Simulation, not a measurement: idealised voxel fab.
process module | voxel released beams
cross-section cut | 295 nm wide | cells 5 nm
A cross-section is a grid of square cells, given in bands from the top down. A band is one or more rows of cells.
Each band's line starts with the height of the band's top and of its bottom, in nm. Then come its materials from left to right, each with its width in nm. One material with "throughout" fills the band from edge to edge. "air" is empty space.
Height 0 is the level under which the wafer as received is all one material. The lowest band goes on downwards, as in "0 down".
A width such as "30 to 40" changes by the same amount from each row of cells to the next, from the band's top row to its bottom row.
"no change" after a step means that no cell of the cross-section changed.
closed voids: empty space of 8 cells or more with no open way to the top, each as width x height at its distance from the left edge, in nm
after a step's settings: what the simulator itself notes on the step
overlay nm, on a step with a mask: how far to the right of its planned place the mask lay; to the left if negative
plan
1 op RECEIVE | material Si
2 op CONFORMAL_DEP | material Al2O3 | thk nm 5
3 op DIRECTIONAL_DEP | material SiO2 | thk nm 20
4 op MASKED_ETCH | tone open | mask id ANCHOR | width nm 35 | etch materials SiO2 | depth nm 20 | overlay nm 0
5 op CONFORMAL_DEP | material SiN | thk nm 10
6 op DIRECTIONAL_DEP | material aC | thk nm 15
7 op PATTERN | tone cover | mask id BEAM | material resist | width nm 110 | thk nm 30 | overlay nm 0
8 op DIRECTIONAL_ETCH | etch materials aC | depth nm 15
9 op STRIP | etch materials resist
10 op DIRECTIONAL_ETCH | etch materials SiN | depth nm 10
11 op STRIP | etch materials aC
12 op STRIP | etch materials SiO2
as received, after step 1
  0 down: Si throughout
  closed voids: none
a wafer at the end: this start, this plan, one mistake
  35 to 25: Al2O3 105 | air 15 | Al2O3 175
  25 to 15: SiO2 95 | Al2O3 10 | air 15 | Al2O3 10 | SiO2 165
  15 to 5: SiO2 95 | Al2O3 35 | SiO2 165
  5 to 0: Al2O3 throughout
  0 down: Si throughout
  closed voids: none
what went wrong: step 5 ran as: op CONFORMAL_DEP | material Al2O3 | thk nm 10
